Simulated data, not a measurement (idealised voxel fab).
Process module under the name voxel transistor to metal
Displayed cross-section: cut, width of 250 nm, square cells sized 5 nm.
If you're reading a cross-section in this doc, picture square cells in a grid; it comes to you as bands, top ones listed first down to the bottom, and a band can be one or more rows of cells. Per band: top height and bottom height in nm, followed by the left-to-right materials and their widths in nm; "all across" marks a single material spanning edge to edge, "air" marks empty space. All heights in this document are referenced to 0, defined as the level beneath which the wafer, as received, consists entirely of one material. The lowest band is not bounded below; it extends indefinitely downward and is written in the form "0 and below". So if you see something like "30..40" for the width, read it as the top row of the band sitting at the first number and the bottom row at the second, with every row in between moving by the same amount as the last. Step marked "remained the same"? Then no cell in the cross-section changed in it. Closed void listing: empty space of 8 cells or more with no open way to the top, each as width x height at its distance from the left edge, in nm. It should be noted that, on the line of a given step, the content following the step's settings is a remark produced by the simulator itself with respect to that step. overlay nm: mask right of planned place by this much (step with mask). Neg. = left. If you're wondering how to read the rest of this, here's the deal. It's pairs of cross-sections: one from before a process step, one from after it. The after one is only drawn as far down as the lowest band that changed. Right under each pair you'll see which step sits between them and what its settings were. Don't read the pairs as one continuous story, though. They can come from different runs of this module on the same starting wafer, and a pair only carries on from the one above it where its entry headed "Before step" says so.

Before step
* 70 down to 40 = SiO2 20; air 25; SiO2 35; air 25; SiO2 40; air 25; SiO2 35; air 25; SiO2 20
* 40 down to 25 = SiO2 20; air 15; SiN 10; SiO2 5; SiCN 25; SiO2 5; SiN 10; air 15; SiO2 40; air 15; SiN 10; SiO2 5; SiCN 25; SiO2 5; SiN 10; air 15; SiO2 20
* 25 down to 20 = SiO2 20; air 15; SiN 10; SiO2 5; polySi 25; SiO2 5; SiN 10; air 15; SiO2 40; air 15; SiN 10; SiO2 5; polySi 25; SiO2 5; SiN 10; air 15; SiO2 20
* 20 down to 5 = SiO2 35; SiN 10; SiO2 5; polySi 25; SiO2 5; SiN 10; SiO2 70; SiN 10; SiO2 5; polySi 25; SiO2 5; SiN 10; SiO2 35
* 5 down to 0 = SiO2 15; SiN 10; pSi 10; SiN 10; SiO2 5; polySi 25; SiO2 5; SiN 10; pSi 10; SiN 10; SiO2 30; SiN 10; pSi 10; SiN 10; SiO2 5; polySi 25; SiO2 5; SiN 10; pSi 10; SiN 10; SiO2 15
* 0 down to -5 = SiO2 25; pSi 10; SiO2 55; pSi 10; SiO2 50; pSi 10; SiO2 55; pSi 10; SiO2 25
* -5 down to -10 = SiO2 15; Si 10; pSi 10; Si 55; pSi 10; Si 10; SiO2 30; Si 10; pSi 10; Si 55; pSi 10; Si 10; SiO2 15
* -10 down to -25 = SiO2 15; Si 95; SiO2 30; Si 95; SiO2 15
* -25 and below = Si all across
* Closed void listing: none

State After Step
* 75 down to 70 = TiN 25; air 15; TiN 45; air 15; TiN 50; air 15; TiN 45; air 15; TiN 25
* 70 down to 45 = SiO2 20; TiN 5; air 15; TiN 5; SiO2 35; TiN 5; air 15; TiN 5; SiO2 40; TiN 5; air 15; TiN 5; SiO2 35; TiN 5; air 15; TiN 5; SiO2 20
* 45 down to 40 = SiO2 20; TiN 5; air 5; TiN 15; SiO2 35; TiN 15; air 5; TiN 5; SiO2 40; TiN 5; air 5; TiN 15; SiO2 35; TiN 15; air 5; TiN 5; SiO2 20
* 40 down to 25 = SiO2 20; TiN 5; air 5; TiN 5; SiN 10; SiO2 5; SiCN 25; SiO2 5; SiN 10; TiN 5; air 5; TiN 5; SiO2 40; TiN 5; air 5; TiN 5; SiN 10; SiO2 5; SiCN 25; SiO2 5; SiN 10; TiN 5; air 5; TiN 5; SiO2 20
* 25 down to 20 = SiO2 20; TiN 15; SiN 10; SiO2 5; polySi 25; SiO2 5; SiN 10; TiN 15; SiO2 40; TiN 15; SiN 10; SiO2 5; polySi 25; SiO2 5; SiN 10; TiN 15; SiO2 20
* Under 20: no change, same as before.
* Closed void listing: none
Between before and after as drawn above: CONFORMAL_DEP [material TiN] [thk nm 5]

Before step: equal to the after panel directly above.

State After Step
* 80 down to 75 = Ru all across
* 75 down to 70 = TiN 25; Ru 15; TiN 45; Ru 15; TiN 50; Ru 15; TiN 45; Ru 15; TiN 25
* 70 down to 45 = SiO2 20; TiN 5; Ru 15; TiN 5; SiO2 35; TiN 5; Ru 15; TiN 5; SiO2 40; TiN 5; Ru 15; TiN 5; SiO2 35; TiN 5; Ru 15; TiN 5; SiO2 20
* 45 down to 40 = SiO2 20; TiN 5; Ru 5; TiN 15; SiO2 35; TiN 15; Ru 5; TiN 5; SiO2 40; TiN 5; Ru 5; TiN 15; SiO2 35; TiN 15; Ru 5; TiN 5; SiO2 20
* 40 down to 25 = SiO2 20; TiN 5; Ru 5; TiN 5; SiN 10; SiO2 5; SiCN 25; SiO2 5; SiN 10; TiN 5; Ru 5; TiN 5; SiO2 40; TiN 5; Ru 5; TiN 5; SiN 10; SiO2 5; SiCN 25; SiO2 5; SiN 10; TiN 5; Ru 5; TiN 5; SiO2 20
* Under 25: no change, same as before.
* Closed void listing: none
Between before and after as drawn above: FILL_DEP [material Ru] [thk nm 5]

Before step: equal to the after panel directly above.

State After Step
* 55 down to 45 = SiO2 20; TiN 5; Ru 15; TiN 5; SiO2 35; TiN 5; Ru 15; TiN 5; SiO2 40; TiN 5; Ru 15; TiN 5; SiO2 35; TiN 5; Ru 15; TiN 5; SiO2 20
* Under 45: no change, same as before.
* Closed void listing: none
Between before and after as drawn above: CMP [height nm 55]

Before step: equal to the after panel directly above.

State After Step
* 60 down to 55 = TiN all across
* Under 55: no change, same as before.
* Closed void listing: none
Between before and after as drawn above: DIRECTIONAL_DEP [material TiN] [thk nm 5]

Before step: equal to the after panel directly above.

State After Step
* 85 down to 60 = Ru all across
* Under 60: no change, same as before.
* Closed void listing: none
Between before and after as drawn above: DIRECTIONAL_DEP [material Ru] [thk nm 25]

Before step: equal to the after panel directly above.

State After Step
* 85 down to 60 = air 20; Ru 15; air 55; Ru 15; air 40; Ru 15; air 55; Ru 15; air 20
* Under 60: no change, same as before.
* Closed void listing: none
Between before and after as drawn above: MASKED_ETCH [tone cover] [mask id METAL_1] [width nm 15] [etch materials Ru] [depth nm 25] [overlay nm 0]

Before step: equal to the after panel directly above.

State After Step
* 85 down to 60 = air 20; Ru 15; air 55; Ru 15; air 40; Ru 15; air 55; Ru 15; air 20
* 60 down to 55 = air 20; TiN 15; air 55; TiN 15; air 40; TiN 15; air 55; TiN 15; air 20
* Under 55: no change, same as before.
* Closed void listing: none
Between before and after as drawn above: MASKED_ETCH [tone cover] [mask id METAL_1] [width nm 15] [etch materials TiN] [depth nm 5] [overlay nm 0]

Before step: equal to the after panel directly above.

State After Step
* 90 down to 85 = air 15; SiN 25; air 45; SiN 25; air 30; SiN 25; air 45; SiN 25; air 15
* 85 down to 60 = air 15; SiN 5; Ru 15; SiN 5; air 45; SiN 5; Ru 15; SiN 5; air 30; SiN 5; Ru 15; SiN 5; air 45; SiN 5; Ru 15; SiN 5; air 15
* 60 down to 55 = SiN 20; TiN 15; SiN 55; TiN 15; SiN 40; TiN 15; SiN 55; TiN 15; SiN 20
* Under 55: no change, same as before.
* Closed void listing: none
Between before and after as drawn above: CONFORMAL_DEP [material SiN] [thk nm 5]

Before step: equal to the after panel directly above.

State After Step
* 100 down to 90 = lowk all across
* 90 down to 85 = lowk 15; SiN 25; lowk 45; SiN 25; lowk 30; SiN 25; lowk 45; SiN 25; lowk 15
* 85 down to 60 = lowk 15; SiN 5; Ru 15; SiN 5; lowk 45; SiN 5; Ru 15; SiN 5; lowk 30; SiN 5; Ru 15; SiN 5; lowk 45; SiN 5; Ru 15; SiN 5; lowk 15
* Under 60: no change, same as before.
* Closed void listing: none
Between before and after as drawn above: FILL_DEP [material lowk] [thk nm 10]

Before step: equal to the after panel directly above.

State After Step
* 85 down to 60 = lowk 15; SiN 5; Ru 15; SiN 5; lowk 45; SiN 5; Ru 15; SiN 5; lowk 30; SiN 5; Ru 15; SiN 5; lowk 45; SiN 5; Ru 15; SiN 5; lowk 15
* Under 60: no change, same as before.
* Closed void listing: none
Between before and after as drawn above: CMP [height nm 85]

Before step: equal to the after panel directly above.

State After Step
* 90 down to 85 = SiCN all across
* Under 85: no change, same as before.
* Closed void listing: none
Between before and after as drawn above: CONFORMAL_DEP [material SiCN] [thk nm 5]

Before step: equal to the after panel directly above.

State After Step
* 120 down to 90 = lowk all across
* Under 90: no change, same as before.
* Closed void listing: none
Between before and after as drawn above: DIRECTIONAL_DEP [material lowk] [thk nm 30]

Before step: equal to the after panel directly above.

State After Step
* 120 down to 100 = lowk 20; air 15; lowk 110; air 15; lowk 90
* Under 100: no change, same as before.
* Closed void listing: none
Between before and after as drawn above: MASKED_ETCH [tone open] [mask id METAL_2] [width nm 15] [pitch nm 125] [etch materials lowk] [depth nm 20] [overlay nm 0]

Before step: equal to the after panel directly above.

State After Step
* 135 down to 120 = aC 20; air 15; aC 110; air 15; aC 90
* 120 down to 115 = lowk 20; air 15; lowk 110; air 15; lowk 90
* 115 down to 100 = lowk 20; aC 15; lowk 110; aC 15; lowk 90
* Under 100: no change, same as before.
* Closed void listing: none
Between before and after as drawn above: DIRECTIONAL_DEP [material aC] [thk nm 15]

Before step: equal to the after panel directly above.

State After Step
* 165 down to 135 = resist 20; air 15; resist 110; air 15; resist 90
* Under 135: no change, same as before.
* Closed void listing: none
Between before and after as drawn above: PATTERN [tone open] [mask id METAL_2_HOLES] [material resist] [width nm 15] [pitch nm 125] [thk nm 30] [overlay nm 0]

Before step: equal to the after panel directly above.

State After Step
* 150 down to 135 = resist 20; air 15; resist 110; air 15; resist 90
* 135 down to 120 = aC 20; air 15; aC 110; air 15; aC 90
* 120 down to 100 = lowk 20; air 15; lowk 110; air 15; lowk 90
* Under 100: no change, same as before.
* Closed void listing: none
Between before and after as drawn above: DIRECTIONAL_ETCH [etch materials aC] [depth nm 15]

Before step: equal to the after panel directly above.

State After Step
* 135 down to 120 = aC 20; air 15; aC 110; air 15; aC 90
* Under 120: no change, same as before.
* Closed void listing: none
Between before and after as drawn above: STRIP [etch materials resist]

Before step: equal to the after panel directly above.

State After Step
* 135 down to 120 = aC 20; air 15; aC 110; air 15; aC 90
* 120 down to 90 = lowk 20; air 15; lowk 110; air 15; lowk 90
* Under 90: no change, same as before.
* Closed void listing: none
Between before and after as drawn above: DIRECTIONAL_ETCH [etch materials lowk] [depth nm 10]

Before step: equal to the after panel directly above.

State After Step
* 135 down to 120 = aC 20; air 15; aC 110; air 15; aC 90
* 120 down to 90 = lowk 20; air 15; lowk 110; air 15; lowk 90
* 90 down to 85 = SiCN 20; air 15; SiCN 110; air 15; SiCN 90
* Under 85: no change, same as before.
* Closed void listing: none
Between before and after as drawn above: DIRECTIONAL_ETCH [etch materials SiCN] [depth nm 5]

Before step: equal to the after panel directly above.

State After Step
* 120 down to 90 = lowk 20; air 15; lowk 110; air 15; lowk 90
* Under 90: no change, same as before.
* Closed void listing: none
Between before and after as drawn above: STRIP [etch materials aC]

Before step: equal to the after panel directly above.

State After Step
* 125 down to 120 = TiN 25; air 5; TiN 120; air 5; TiN 95
* 120 down to 90 = lowk 20; TiN 5; air 5; TiN 5; lowk 110; TiN 5; air 5; TiN 5; lowk 90
* 90 down to 85 = SiCN 20; TiN 15; SiCN 110; TiN 15; SiCN 90
* Under 85: no change, same as before.
* Closed void listing: none
Between before and after as drawn above: CONFORMAL_DEP [material TiN] [thk nm 5]

Before step: equal to the after panel directly above.

State After Step
* 130 down to 125 = Ru all across
* 125 down to 120 = TiN 25; Ru 5; TiN 120; Ru 5; TiN 95
* 120 down to 90 = lowk 20; TiN 5; Ru 5; TiN 5; lowk 110; TiN 5; Ru 5; TiN 5; lowk 90
* Under 90: no change, same as before.
* Closed void listing: none
Between before and after as drawn above: FILL_DEP [material Ru] [thk nm 5]

Before step: equal to the after panel directly above.

State After Step
* 120 down to 90 = lowk 20; TiN 5; Ru 5; TiN 5; lowk 110; TiN 5; Ru 5; TiN 5; lowk 90
* Under 90: no change, same as before.
* Closed void listing: none
Between before and after as drawn above: CMP [height nm 120]

Before step: equal to the after panel directly above.

State After Step
* 125 down to 120 = SiN all across
* Under 120: no change, same as before.
* Closed void listing: none
Between before and after as drawn above: CONFORMAL_DEP [material SiN] [thk nm 5]

Before step
* 40 down to 35 = air 35; SiN 10; air 5; SiCN 25; air 5; SiN 10; air 70; SiN 10; air 5; SiCN 25; air 5; SiN 10; air 35
* 35 down to 25 = air 35; SiN 10; SiO2 5; SiCN 25; SiO2 5; SiN 10; air 70; SiN 10; SiO2 5; SiCN 25; SiO2 5; SiN 10; air 35
* 25 down to 5 = air 35; SiN 10; SiO2 5; polySi 25; SiO2 5; SiN 10; air 70; SiN 10; SiO2 5; polySi 25; SiO2 5; SiN 10; air 35
* 5 down to 0 = air 15; SiN 10; air 10; SiN 10; SiO2 5; polySi 25; SiO2 5; SiN 10; air 10; SiN 10; air 30; SiN 10; air 10; SiN 10; SiO2 5; polySi 25; SiO2 5; SiN 10; air 10; SiN 10; air 15
* 0 down to -5 = SiO2 25; air 10; SiO2 55; air 10; SiO2 50; air 10; SiO2 55; air 10; SiO2 25
* -5 down to -25 = SiO2 15; Si 95; SiO2 30; Si 95; SiO2 15
* -25 and below = Si all across
* Closed void listing: none

State After Step
* 40 down to 35 = air 35; SiN 10; air 5; SiCN 25; air 5; SiN 10; air 70; SiN 10; air 5; SiCN 25; air 5; SiN 10; air 35
* 35 down to 25 = air 35; SiN 10; SiO2 5; SiCN 25; SiO2 5; SiN 10; air 70; SiN 10; SiO2 5; SiCN 25; SiO2 5; SiN 10; air 35
* 25 down to 5 = air 35; SiN 10; SiO2 5; polySi 25; SiO2 5; SiN 10; air 70; SiN 10; SiO2 5; polySi 25; SiO2 5; SiN 10; air 35
* 5 down to 0 = air 15; SiN 10; pSi 10; SiN 10; SiO2 5; polySi 25; SiO2 5; SiN 10; pSi 10; SiN 10; air 30; SiN 10; pSi 10; SiN 10; SiO2 5; polySi 25; SiO2 5; SiN 10; pSi 10; SiN 10; air 15
* 0 down to -5 = SiO2 25; pSi 10; SiO2 55; pSi 10; SiO2 50; pSi 10; SiO2 55; pSi 10; SiO2 25
* Under -5: no change, same as before.
* Closed void listing: none
Between before and after as drawn above: EPI [material pSi] [thk nm 10]

Before step: equal to the after panel directly above.

State After Step
* 40 down to 35 = air 35; SiN 10; air 5; SiCN 25; air 5; SiN 10; air 70; SiN 10; air 5; SiCN 25; air 5; SiN 10; air 35
* 35 down to 25 = air 35; SiN 10; SiO2 5; SiCN 25; SiO2 5; SiN 10; air 70; SiN 10; SiO2 5; SiCN 25; SiO2 5; SiN 10; air 35
* 25 down to 5 = air 35; SiN 10; SiO2 5; polySi 25; SiO2 5; SiN 10; air 70; SiN 10; SiO2 5; polySi 25; SiO2 5; SiN 10; air 35
* 5 down to 0 = air 15; SiN 10; air 10; SiN 10; SiO2 5; polySi 25; SiO2 5; SiN 10; air 10; SiN 10; air 30; SiN 10; air 10; SiN 10; SiO2 5; polySi 25; SiO2 5; SiN 10; air 10; SiN 10; air 15
* Under 0: no change, same as before.
* Closed void listing: none
Between before and after as drawn above: DIRECTIONAL_ETCH [etch materials Si] [depth nm 5]

Before step: equal to the after panel directly above.

State After Step
* 50 down to 40 = SiO2 all across
* 40 down to 25 = SiO2 35; SiN 10; SiO2 5; SiCN 25; SiO2 5; SiN 10; SiO2 70; SiN 10; SiO2 5; SiCN 25; SiO2 5; SiN 10; SiO2 35
* 25 down to 5 = SiO2 35; SiN 10; SiO2 5; polySi 25; SiO2 5; SiN 10; SiO2 70; SiN 10; SiO2 5; polySi 25; SiO2 5; SiN 10; SiO2 35
* 5 down to 0 = SiO2 15; SiN 10; SiO2 10; SiN 10; SiO2 5; polySi 25; SiO2 5; SiN 10; SiO2 10; SiN 10; SiO2 30; SiN 10; SiO2 10; SiN 10; SiO2 5; polySi 25; SiO2 5; SiN 10; SiO2 10; SiN 10; SiO2 15
* Under 0: no change, same as before.
* Closed void listing: none
Between before and after as drawn above: FILL_DEP [material SiO2] [thk nm 10]

Before step: equal to the after panel directly above.

State After Step
* 40 down to 25 = SiO2 35; SiN 10; SiO2 5; SiCN 25; SiO2 5; SiN 10; SiO2 70; SiN 10; SiO2 5; SiCN 25; SiO2 5; SiN 10; SiO2 35
* Under 25: no change, same as before.
* Closed void listing: none
Between before and after as drawn above: CMP [height nm 40]

Before step: equal to the after panel directly above.

State After Step
* 55 down to 40 = SiO2 all across
* Under 40: no change, same as before.
* Closed void listing: none
Between before and after as drawn above: DIRECTIONAL_DEP [material SiO2] [thk nm 15]

Before step: equal to the after panel directly above.

State After Step
* 65 down to 55 = aC all across
* Under 55: no change, same as before.
* Closed void listing: none
Between before and after as drawn above: DIRECTIONAL_DEP [material aC] [thk nm 10]

Before step: equal to the after panel directly above.

State After Step
* 90 down to 65 = resist 20; air 25; resist 35; air 25; resist 40; air 25; resist 35; air 25; resist 20
* Under 65: no change, same as before.
* Closed void listing: none
Between before and after as drawn above: PATTERN [tone open] [mask id CONTACT] [material resist] [width nm 25] [thk nm 25] [overlay nm 0]

Before step: equal to the after panel directly above.

State After Step
* 80 down to 65 = resist 20; air 25; resist 35; air 25; resist 40; air 25; resist 35; air 25; resist 20
* 65 down to 55 = aC 20; air 25; aC 35; air 25; aC 40; air 25; aC 35; air 25; aC 20
* Under 55: no change, same as before.
* Closed void listing: none
Between before and after as drawn above: DIRECTIONAL_ETCH [etch materials aC] [depth nm 10]

Before step: equal to the after panel directly above.

State After Step
* 65 down to 55 = aC 20; air 25; aC 35; air 25; aC 40; air 25; aC 35; air 25; aC 20
* Under 55: no change, same as before.
* Closed void listing: none
Between before and after as drawn above: STRIP [etch materials resist]

Before step: equal to the after panel directly above.

State After Step
* 65 down to 55 = aC 20; air 25; aC 35; air 25; aC 40; air 25; aC 35; air 25; aC 20
* 55 down to 40 = SiO2 20; air 25; SiO2 35; air 25; SiO2 40; air 25; SiO2 35; air 25; SiO2 20
* 40 down to 25 = SiO2 20; air 15; SiN 10; SiO2 5; SiCN 25; SiO2 5; SiN 10; air 15; SiO2 40; air 15; SiN 10; SiO2 5; SiCN 25; SiO2 5; SiN 10; air 15; SiO2 20
* 25 down to 5 = SiO2 20; air 15; SiN 10; SiO2 5; polySi 25; SiO2 5; SiN 10; air 15; SiO2 40; air 15; SiN 10; SiO2 5; polySi 25; SiO2 5; SiN 10; air 15; SiO2 20
* Under 5: no change, same as before.
* Closed void listing: none
Between before and after as drawn above: DIRECTIONAL_ETCH [etch materials SiO2] [depth nm 50]

Before step: equal to the after panel directly above.

State After Step
* 55 down to 40 = SiO2 20; air 25; SiO2 35; air 25; SiO2 40; air 25; SiO2 35; air 25; SiO2 20
* Under 40: no change, same as before.
* Closed void listing: none
Between before and after as drawn above: STRIP [etch materials aC]

Before step: equal to the after panel directly above.

State After Step
* 60 down to 55 = TiN 25; air 15; TiN 45; air 15; TiN 50; air 15; TiN 45; air 15; TiN 25
* 55 down to 45 = SiO2 20; TiN 5; air 15; TiN 5; SiO2 35; TiN 5; air 15; TiN 5; SiO2 40; TiN 5; air 15; TiN 5; SiO2 35; TiN 5; air 15; TiN 5; SiO2 20
* 45 down to 40 = SiO2 20; TiN 5; air 5; TiN 15; SiO2 35; TiN 15; air 5; TiN 5; SiO2 40; TiN 5; air 5; TiN 15; SiO2 35; TiN 15; air 5; TiN 5; SiO2 20
* 40 down to 25 = SiO2 20; TiN 5; air 5; TiN 5; SiN 10; SiO2 5; SiCN 25; SiO2 5; SiN 10; TiN 5; air 5; TiN 5; SiO2 40; TiN 5; air 5; TiN 5; SiN 10; SiO2 5; SiCN 25; SiO2 5; SiN 10; TiN 5; air 5; TiN 5; SiO2 20
* 25 down to 10 = SiO2 20; TiN 5; air 5; TiN 5; SiN 10; SiO2 5; polySi 25; SiO2 5; SiN 10; TiN 5; air 5; TiN 5; SiO2 40; TiN 5; air 5; TiN 5; SiN 10; SiO2 5; polySi 25; SiO2 5; SiN 10; TiN 5; air 5; TiN 5; SiO2 20
* 10 down to 5 = SiO2 20; TiN 15; SiN 10; SiO2 5; polySi 25; SiO2 5; SiN 10; TiN 15; SiO2 40; TiN 15; SiN 10; SiO2 5; polySi 25; SiO2 5; SiN 10; TiN 15; SiO2 20
* Under 5: no change, same as before.
* Closed void listing: none
Between before and after as drawn above: CONFORMAL_DEP [material TiN] [thk nm 5]

Before step: equal to the after panel directly above.

State After Step
* 65 down to 60 = Ru all across
* 60 down to 55 = TiN 25; Ru 15; TiN 45; Ru 15; TiN 50; Ru 15; TiN 45; Ru 15; TiN 25
* 55 down to 45 = SiO2 20; TiN 5; Ru 15; TiN 5; SiO2 35; TiN 5; Ru 15; TiN 5; SiO2 40; TiN 5; Ru 15; TiN 5; SiO2 35; TiN 5; Ru 15; TiN 5; SiO2 20
* 45 down to 40 = SiO2 20; TiN 5; Ru 5; TiN 15; SiO2 35; TiN 15; Ru 5; TiN 5; SiO2 40; TiN 5; Ru 5; TiN 15; SiO2 35; TiN 15; Ru 5; TiN 5; SiO2 20
* 40 down to 25 = SiO2 20; TiN 5; Ru 5; TiN 5; SiN 10; SiO2 5; SiCN 25; SiO2 5; SiN 10; TiN 5; Ru 5; TiN 5; SiO2 40; TiN 5; Ru 5; TiN 5; SiN 10; SiO2 5; SiCN 25; SiO2 5; SiN 10; TiN 5; Ru 5; TiN 5; SiO2 20
* 25 down to 10 = SiO2 20; TiN 5; Ru 5; TiN 5; SiN 10; SiO2 5; polySi 25; SiO2 5; SiN 10; TiN 5; Ru 5; TiN 5; SiO2 40; TiN 5; Ru 5; TiN 5; SiN 10; SiO2 5; polySi 25; SiO2 5; SiN 10; TiN 5; Ru 5; TiN 5; SiO2 20
* Under 10: no change, same as before.
* Closed void listing: none
Between before and after as drawn above: FILL_DEP [material Ru] [thk nm 5]

Before step: equal to the after panel directly above.

State After Step
* 55 down to 45 = SiO2 20; TiN 5; Ru 15; TiN 5; SiO2 35; TiN 5; Ru 15; TiN 5; SiO2 40; TiN 5; Ru 15; TiN 5; SiO2 35; TiN 5; Ru 15; TiN 5; SiO2 20
* Under 45: no change, same as before.
* Closed void listing: none
Between before and after as drawn above: CMP [height nm 55]

Before step: equal to the after panel directly above.

State After Step
* 60 down to 55 = TiN all across
* Under 55: no change, same as before.
* Closed void listing: none
Between before and after as drawn above: DIRECTIONAL_DEP [material TiN] [thk nm 5]

Before step: equal to the after panel directly above.

State After Step
* 85 down to 60 = Ru all across
* Under 60: no change, same as before.
* Closed void listing: none
Between before and after as drawn above: DIRECTIONAL_DEP [material Ru] [thk nm 25]

Before step: equal to the after panel directly above.

State After Step
* 85 down to 60 = air 20; Ru 15; air 55; Ru 15; air 40; Ru 15; air 55; Ru 15; air 20
* Under 60: no change, same as before.
* Closed void listing: none
Between before and after as drawn above: MASKED_ETCH [tone cover] [mask id METAL_1] [width nm 15] [etch materials Ru] [depth nm 25] [overlay nm 0]

Before step: equal to the after panel directly above.

State After Step
* 85 down to 60 = air 20; Ru 15; air 55; Ru 15; air 40; Ru 15; air 55; Ru 15; air 20
* 60 down to 55 = air 20; TiN 15; air 55; TiN 15; air 40; TiN 15; air 55; TiN 15; air 20
* Under 55: no change, same as before.
* Closed void listing: none
Between before and after as drawn above: MASKED_ETCH [tone cover] [mask id METAL_1] [width nm 15] [etch materials TiN] [depth nm 5] [overlay nm 0]

Before step: equal to the after panel directly above.

State After Step
* 90 down to 85 = air 15; SiN 25; air 45; SiN 25; air 30; SiN 25; air 45; SiN 25; air 15
* 85 down to 60 = air 15; SiN 5; Ru 15; SiN 5; air 45; SiN 5; Ru 15; SiN 5; air 30; SiN 5; Ru 15; SiN 5; air 45; SiN 5; Ru 15; SiN 5; air 15
* 60 down to 55 = SiN 20; TiN 15; SiN 55; TiN 15; SiN 40; TiN 15; SiN 55; TiN 15; SiN 20
* Under 55: no change, same as before.
* Closed void listing: none
Between before and after as drawn above: CONFORMAL_DEP [material SiN] [thk nm 5]

Before step: equal to the after panel directly above.

State After Step
* 100 down to 90 = lowk all across
* 90 down to 85 = lowk 15; SiN 25; lowk 45; SiN 25; lowk 30; SiN 25; lowk 45; SiN 25; lowk 15
* 85 down to 60 = lowk 15; SiN 5; Ru 15; SiN 5; lowk 45; SiN 5; Ru 15; SiN 5; lowk 30; SiN 5; Ru 15; SiN 5; lowk 45; SiN 5; Ru 15; SiN 5; lowk 15
* Under 60: no change, same as before.
* Closed void listing: none
Between before and after as drawn above: FILL_DEP [material lowk] [thk nm 10]

Before step: equal to the after panel directly above.

State After Step
* 85 down to 60 = lowk 15; SiN 5; Ru 15; SiN 5; lowk 45; SiN 5; Ru 15; SiN 5; lowk 30; SiN 5; Ru 15; SiN 5; lowk 45; SiN 5; Ru 15; SiN 5; lowk 15
* Under 60: no change, same as before.
* Closed void listing: none
Between before and after as drawn above: CMP [height nm 85]

Before step: equal to the after panel directly above.

State After Step
* 90 down to 85 = SiCN all across
* Under 85: no change, same as before.
* Closed void listing: none
Between before and after as drawn above: CONFORMAL_DEP [material SiCN] [thk nm 5]

Before step: equal to the after panel directly above.

State After Step
* 120 down to 90 = lowk all across
* Under 90: no change, same as before.
* Closed void listing: none
Between before and after as drawn above: DIRECTIONAL_DEP [material lowk] [thk nm 30]

Before step: equal to the after panel directly above.

State After Step
* 120 down to 100 = lowk 20; air 15; lowk 110; air 15; lowk 90
* Under 100: no change, same as before.
* Closed void listing: none
Between before and after as drawn above: MASKED_ETCH [tone open] [mask id METAL_2] [width nm 15] [pitch nm 125] [etch materials lowk] [depth nm 20] [overlay nm 0]

Before step: equal to the after panel directly above.

State After Step
* 135 down to 120 = aC 20; air 15; aC 110; air 15; aC 90
* 120 down to 115 = lowk 20; air 15; lowk 110; air 15; lowk 90
* 115 down to 100 = lowk 20; aC 15; lowk 110; aC 15; lowk 90
* Under 100: no change, same as before.
* Closed void listing: none
Between before and after as drawn above: DIRECTIONAL_DEP [material aC] [thk nm 15]

Before step: equal to the after panel directly above.

State After Step
* 165 down to 135 = resist 20; air 15; resist 110; air 15; resist 90
* Under 135: no change, same as before.
* Closed void listing: none
Between before and after as drawn above: PATTERN [tone open] [mask id METAL_2_HOLES] [material resist] [width nm 15] [pitch nm 125] [thk nm 30] [overlay nm 0]

Before step: equal to the after panel directly above.

State After Step
* 150 down to 135 = resist 20; air 15; resist 110; air 15; resist 90
* 135 down to 120 = aC 20; air 15; aC 110; air 15; aC 90
* 120 down to 100 = lowk 20; air 15; lowk 110; air 15; lowk 90
* Under 100: no change, same as before.
* Closed void listing: none
Between before and after as drawn above: DIRECTIONAL_ETCH [etch materials aC] [depth nm 15]

Before step: equal to the after panel directly above.

State After Step
* 135 down to 120 = aC 20; air 15; aC 110; air 15; aC 90
* Under 120: no change, same as before.
* Closed void listing: none
Between before and after as drawn above: STRIP [etch materials resist]

Before step: equal to the after panel directly above.

State After Step
* 135 down to 120 = aC 20; air 15; aC 110; air 15; aC 90
* 120 down to 90 = lowk 20; air 15; lowk 110; air 15; lowk 90
* Under 90: no change, same as before.
* Closed void listing: none
Between before and after as drawn above: DIRECTIONAL_ETCH [etch materials lowk] [depth nm 10]

Before step: equal to the after panel directly above.

State After Step
* 135 down to 120 = aC 20; air 15; aC 110; air 15; aC 90
* 120 down to 90 = lowk 20; air 15; lowk 110; air 15; lowk 90
* 90 down to 85 = SiCN 20; air 15; SiCN 110; air 15; SiCN 90
* Under 85: no change, same as before.
* Closed void listing: none
Between before and after as drawn above: DIRECTIONAL_ETCH [etch materials SiCN] [depth nm 5]

Before step: equal to the after panel directly above.

State After Step
* 120 down to 90 = lowk 20; air 15; lowk 110; air 15; lowk 90
* Under 90: no change, same as before.
* Closed void listing: none
Between before and after as drawn above: STRIP [etch materials aC]

Before step: equal to the after panel directly above.

State After Step
* 125 down to 120 = TiN 25; air 5; TiN 120; air 5; TiN 95
* 120 down to 90 = lowk 20; TiN 5; air 5; TiN 5; lowk 110; TiN 5; air 5; TiN 5; lowk 90
* 90 down to 85 = SiCN 20; TiN 15; SiCN 110; TiN 15; SiCN 90
* Under 85: no change, same as before.
* Closed void listing: none
Between before and after as drawn above: CONFORMAL_DEP [material TiN] [thk nm 5]

Before step: equal to the after panel directly above.

State After Step
* 130 down to 125 = Ru all across
* 125 down to 120 = TiN 25; Ru 5; TiN 120; Ru 5; TiN 95
* 120 down to 90 = lowk 20; TiN 5; Ru 5; TiN 5; lowk 110; TiN 5; Ru 5; TiN 5; lowk 90
* Under 90: no change, same as before.
* Closed void listing: none
Between before and after as drawn above: FILL_DEP [material Ru] [thk nm 5]

Before step: equal to the after panel directly above.

State After Step
* 120 down to 90 = lowk 20; TiN 5; Ru 5; TiN 5; lowk 110; TiN 5; Ru 5; TiN 5; lowk 90
* Under 90: no change, same as before.
* Closed void listing: none
Between before and after as drawn above: CMP [height nm 120]

Before step: equal to the after panel directly above.

State After Step
* 125 down to 120 = SiN all across
* Under 120: no change, same as before.
* Closed void listing: none
Between before and after as drawn above: CONFORMAL_DEP [material SiN] [thk nm 5]
